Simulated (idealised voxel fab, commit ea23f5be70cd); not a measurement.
process module | voxel wiring stack
cross-section cut | 260 nm wide | cells 5 nm
A cross-section is a grid of square cells, given in bands from the top down. A band is one or more rows of cells.
Each band's line starts with the height of the band's top and of its bottom, in nm. Then come its materials from left to right, each with its width in nm. One material with "throughout" fills the band from edge to edge. "air" is empty space.
Height 0 is the level under which the wafer as received is all one material. The lowest band goes on downwards, as in "0 down".
A width such as "30 to 40" changes by the same amount from each row of cells to the next, from the band's top row to its bottom row.
"no change" after a step means that no cell of the cross-section changed.
closed voids: empty space of 8 cells or more with no open way to the top, each as width x height at its distance from the left edge, in nm
after a step's settings: what the simulator itself notes on the step
overlay nm, on a step with a mask: how far to the right of its planned place the mask lay; to the left if negative
plan
1 op RECEIVE | material Si
2 op CONFORMAL_DEP | material SiO2 | thk nm 10
3 op DIRECTIONAL_DEP | material TiN | thk nm 5
4 op DIRECTIONAL_DEP | material W | thk nm 25
5 op MASKED_ETCH | tone cover | mask id METAL_1 | width nm 20 | pitch nm 50 | etch materials W | depth nm 25 | overlay nm 0
6 op MASKED_ETCH | tone cover | mask id METAL_1 | width nm 20 | pitch nm 50 | etch materials TiN | depth nm 5 | overlay nm 0
7 op CONFORMAL_DEP | material SiN | thk nm 5
8 op FILL_DEP | material lowk | thk nm 10
9 op CMP | height nm 40
10 op CONFORMAL_DEP | material SiCN | thk nm 5
11 op DIRECTIONAL_DEP | material lowk | thk nm 15
12 op MASKED_ETCH | tone open | mask id PLUG_1 | width nm 15 | pitch nm 100 | etch materials lowk | depth nm 15 | overlay nm 0
13 op MASKED_ETCH | tone open | mask id PLUG_1 | width nm 15 | pitch nm 100 | etch materials SiCN | depth nm 5 | overlay nm 0
14 op CONFORMAL_DEP | material TiN | thk nm 5
15 op FILL_DEP | material Cu | thk nm 5
16 op CMP | height nm 60
17 op CONFORMAL_DEP | material SiCN | thk nm 5
18 op DIRECTIONAL_DEP | material SiO2 | thk nm 25
19 op DIRECTIONAL_DEP | material aC | thk nm 15
20 op PATTERN | tone open | mask id METAL_2 | material resist | width nm 20 | pitch nm 50 | thk nm 30 | overlay nm 0
21 op DIRECTIONAL_ETCH | etch materials aC | depth nm 15
22 op STRIP | etch materials resist
23 op DIRECTIONAL_ETCH | etch materials SiO2 | depth nm 25
24 op DIRECTIONAL_ETCH | etch materials SiCN | depth nm 5
25 op STRIP | etch materials aC
26 op CONFORMAL_DEP | material TiN | thk nm 5
27 op FILL_DEP | material Ru | thk nm 10
28 op CMP | height nm 90
29 op CONFORMAL_DEP | material SiCN | thk nm 5
30 op DIRECTIONAL_DEP | material SiO2 | thk nm 20
31 op MASKED_ETCH | tone open | mask id PLUG_2 | width nm 15 | pitch nm 50 | etch materials SiO2 | depth nm 20 | overlay nm 0
32 op MASKED_ETCH | tone open | mask id PLUG_2 | width nm 15 | pitch nm 50 | etch materials SiCN | depth nm 5 | overlay nm 0
33 op CONFORMAL_DEP | material TiN | thk nm 5
34 op FILL_DEP | material W | thk nm 5
35 op CMP | height nm 115
36 op CONFORMAL_DEP | material SiCN | thk nm 5
37 op DIRECTIONAL_DEP | material SiO2 | thk nm 20
38 op PATTERN | tone open | mask id METAL_3 | material resist | width nm 20 | pitch nm 50 | thk nm 15 | overlay nm 0
39 op DIRECTIONAL_ETCH | etch materials SiO2 | depth nm 20
40 op DIRECTIONAL_ETCH | etch materials SiCN | depth nm 5
41 op STRIP | etch materials resist
42 op CONFORMAL_DEP | material TiN | thk nm 5
43 op FILL_DEP | material Ru | thk nm 5
44 op CMP | height nm 140
45 op EPI | material Ru | thk nm 5
46 op FILL_DEP | material SiCN | thk nm 5
as received, after step 1
  0 down: Si throughout
  closed voids: none
a wafer at the end: this start, this plan, one mistake
  150 to 145: SiCN throughout
  145 to 140: SiCN 65 | Ru 30 | SiCN 20 | Ru 30 | SiCN 20 | Ru 30 | SiCN 65
  140 to 120: SiO2 70 | TiN 5 | Ru 10 | TiN 5 | SiO2 30 | TiN 5 | Ru 10 | TiN 5 | SiO2 30 | TiN 5 | Ru 10 | TiN 5 | SiO2 70
  120 to 115: SiCN 70 | TiN 20 | SiCN 30 | TiN 20 | SiCN 30 | TiN 20 | SiCN 70
  115 to 95: SiO2 70 | TiN 5 | W 5 | TiN 5 | SiO2 35 | TiN 5 | W 5 | TiN 5 | SiO2 35 | TiN 5 | W 5 | TiN 5 | SiO2 75
  95 to 90: SiCN 70 | TiN 15 | SiCN 35 | TiN 15 | SiCN 35 | TiN 15 | SiCN 75
  90 to 65: SiO2 70 | TiN 5 | Ru 10 | TiN 5 | SiO2 30 | TiN 5 | Ru 10 | TiN 5 | SiO2 30 | TiN 5 | Ru 10 | TiN 5 | SiO2 70
  65 to 60: SiCN 70 | TiN 20 | SiCN 30 | TiN 20 | SiCN 30 | TiN 20 | SiCN 70
  60 to 50: lowk 70 | TiN 5 | Cu 10 | TiN 5 | lowk 80 | TiN 5 | Cu 10 | TiN 5 | lowk 70
  50 to 45: lowk 70 | TiN 5 | Cu 5 | TiN 10 | lowk 80 | TiN 5 | Cu 5 | TiN 10 | lowk 70
  45 to 40: SiCN 70 | TiN 15 | SiCN 85 | TiN 15 | SiCN 75
  40 to 15: lowk 65 | SiN 5 | W 20 | SiN 5 | lowk 20 | SiN 5 | W 20 | SiN 5 | lowk 20 | SiN 5 | W 20 | SiN 5 | lowk 65
  15 to 10: SiN 70 | TiN 20 | SiN 30 | TiN 20 | SiN 30 | TiN 20 | SiN 70
  10 to 0: SiO2 throughout
  0 down: Si throughout
  closed voids: none
what went wrong: step 12 ran as: op MASKED_ETCH | tone open | mask id PLUG_1 | width nm 20 | pitch nm 100 | etch materials lowk | depth nm 15 | overlay nm 0
